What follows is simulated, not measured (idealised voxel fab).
process module | voxel fin reveal
cross-section cut | 250 nm wide | cells 5 nm
A cross-section is a grid of square cells, given in bands from the top down. A band is one or more rows of cells.
Each band's line starts with the height of the band's top and of its bottom, in nm. Then come its materials from left to right, each with its width in nm. One material with "throughout" fills the band from edge to edge. "air" is empty space.
Height 0 is the level under which the wafer as received is all one material. The lowest band goes on downwards, as in "0 down".
A width such as "30 to 40" changes by the same amount from each row of cells to the next, from the band's top row to its bottom row.
"no change" after a step means that no cell of the cross-section changed.
closed voids: empty space of 8 cells or more with no open way to the top, each as width x height at its distance from the left edge, in nm
after a step's settings: what the simulator itself notes on the step
overlay nm, on a step with a mask: how far to the right of its planned place the mask lay; to the left if negative
plan
1 op RECEIVE | material Si
2 op CONFORMAL_DEP | material SiN | thk nm 10
3 op PATTERN | tone cover | mask id FINS | material resist | width nm 15 | pitch nm 35 | thk nm 20 | overlay nm 0
4 op DIRECTIONAL_ETCH | etch materials SiN | depth nm 10
5 op DIRECTIONAL_ETCH | etch materials Si | depth nm 35
6 op STRIP | etch materials resist
7 op FILL_DEP | material SiO2 | thk nm 10
8 op CMP | height nm 10
9 op SELECTIVE_ETCH | etch materials SiO2 | depth nm 25
10 op STRIP | etch materials SiN
11 op CONFORMAL_DEP | material HfO2 | thk nm 5
first wafer, as planned
as received, after step 1
  0 down: Si throughout
  closed voids: none
after step 2
  10 to 0: SiN throughout
  below 0: unchanged
after step 3
  30 to 10: air 65 | resist 15 | air 20 | resist 15 | air 20 | resist 15 | air 20 | resist 15 | air 65
  below 10: unchanged
after step 4
  30 to 10: air 65 | resist 15 | air 20 | resist 15 | air 20 | resist 15 | air 20 | resist 15 | air 65
  10 to 0: air 65 | SiN 15 | air 20 | SiN 15 | air 20 | SiN 15 | air 20 | SiN 15 | air 65
  below 0: unchanged
after step 5
  30 to 10: air 65 | resist 15 | air 20 | resist 15 | air 20 | resist 15 | air 20 | resist 15 | air 65
  10 to 0: air 65 | SiN 15 | air 20 | SiN 15 | air 20 | SiN 15 | air 20 | SiN 15 | air 65
  0 to -35: air 65 | Si 15 | air 20 | Si 15 | air 20 | Si 15 | air 20 | Si 15 | air 65
  below -35: unchanged
after step 6
  10 to 0: air 65 | SiN 15 | air 20 | SiN 15 | air 20 | SiN 15 | air 20 | SiN 15 | air 65
  below 0: unchanged
after step 7
  20 to 10: SiO2 throughout
  10 to 0: SiO2 65 | SiN 15 | SiO2 20 | SiN 15 | SiO2 20 | SiN 15 | SiO2 20 | SiN 15 | SiO2 65
  0 to -35: SiO2 65 | Si 15 | SiO2 20 | Si 15 | SiO2 20 | Si 15 | SiO2 20 | Si 15 | SiO2 65
  below -35: unchanged
after step 8
  10 to 0: SiO2 65 | SiN 15 | SiO2 20 | SiN 15 | SiO2 20 | SiN 15 | SiO2 20 | SiN 15 | SiO2 65
  below 0: unchanged
after step 9
  10 to 0: air 65 | SiN 15 | air 20 | SiN 15 | air 20 | SiN 15 | air 20 | SiN 15 | air 65
  0 to -15: air 65 | Si 15 | air 20 | Si 15 | air 20 | Si 15 | air 20 | Si 15 | air 65
  below -15: unchanged
after step 10
  0 to -15: air 65 | Si 15 | air 20 | Si 15 | air 20 | Si 15 | air 20 | Si 15 | air 65
  below -15: unchanged
after step 11
  5 to 0: air 60 | HfO2 25 | air 10 | HfO2 25 | air 10 | HfO2 25 | air 10 | HfO2 25 | air 60
  0 to -10: air 60 | HfO2 5 | Si 15 | HfO2 5 | air 10 | HfO2 5 | Si 15 | HfO2 5 | air 10 | HfO2 5 | Si 15 | HfO2 5 | air 10 | HfO2 5 | Si 15 | HfO2 5 | air 60
  -10 to -15: HfO2 65 | Si 15 | HfO2 20 | Si 15 | HfO2 20 | Si 15 | HfO2 20 | Si 15 | HfO2 65
  below -15: unchanged
second wafer: like start, like plan, one mistake. Through step 2 it matches the first wafer
when step 3 should have ended
  30 to 10: air 65 | resist 20 | air 15 | resist 20 | air 15 | resist 20 | air 15 | resist 20 | air 60
  below 10: unchanged
when step 4 should have ended
  30 to 10: air 65 | resist 20 | air 15 | resist 20 | air 15 | resist 20 | air 15 | resist 20 | air 60
  10 to 0: air 65 | SiN 20 | air 15 | SiN 20 | air 15 | SiN 20 | air 15 | SiN 20 | air 60
  below 0: unchanged
when step 5 should have ended
  30 to 10: air 65 | resist 20 | air 15 | resist 20 | air 15 | resist 20 | air 15 | resist 20 | air 60
  10 to 0: air 65 | SiN 20 | air 15 | SiN 20 | air 15 | SiN 20 | air 15 | SiN 20 | air 60
  0 to -35: air 65 | Si 20 | air 15 | Si 20 | air 15 | Si 20 | air 15 | Si 20 | air 60
  below -35: unchanged
when step 6 should have ended
  10 to 0: air 65 | SiN 20 | air 15 | SiN 20 | air 15 | SiN 20 | air 15 | SiN 20 | air 60
  below 0: unchanged
when step 7 should have ended
  20 to 10: SiO2 throughout
  10 to 0: SiO2 65 | SiN 20 | SiO2 15 | SiN 20 | SiO2 15 | SiN 20 | SiO2 15 | SiN 20 | SiO2 60
  0 to -35: SiO2 65 | Si 20 | SiO2 15 | Si 20 | SiO2 15 | Si 20 | SiO2 15 | Si 20 | SiO2 60
  below -35: unchanged
when step 8 should have ended
  10 to 0: SiO2 65 | SiN 20 | SiO2 15 | SiN 20 | SiO2 15 | SiN 20 | SiO2 15 | SiN 20 | SiO2 60
  below 0: unchanged
when step 9 should have ended
  10 to 0: air 65 | SiN 20 | air 15 | SiN 20 | air 15 | SiN 20 | air 15 | SiN 20 | air 60
  0 to -15: air 65 | Si 20 | air 15 | Si 20 | air 15 | Si 20 | air 15 | Si 20 | air 60
  below -15: unchanged
when step 10 should have ended
  0 to -15: air 65 | Si 20 | air 15 | Si 20 | air 15 | Si 20 | air 15 | Si 20 | air 60
  below -15: unchanged
when step 11 should have ended
  5 to 0: air 60 | HfO2 30 | air 5 | HfO2 30 | air 5 | HfO2 30 | air 5 | HfO2 30 | air 55
  0 to -10: air 60 | HfO2 5 | Si 20 | HfO2 5 | air 5 | HfO2 5 | Si 20 | HfO2 5 | air 5 | HfO2 5 | Si 20 | HfO2 5 | air 5 | HfO2 5 | Si 20 | HfO2 5 | air 55
  -10 to -15: HfO2 65 | Si 20 | HfO2 15 | Si 20 | HfO2 15 | Si 20 | HfO2 15 | Si 20 | HfO2 60
  below -15: unchanged
what went wrong: step 3 ran as: op PATTERN | tone cover | mask id FINS | material resist | width nm 20 | pitch nm 35 | thk nm 20 | overlay nm 0
at the end the second wafer has, in cells: 28 more of Si | 16 fewer of SiO2
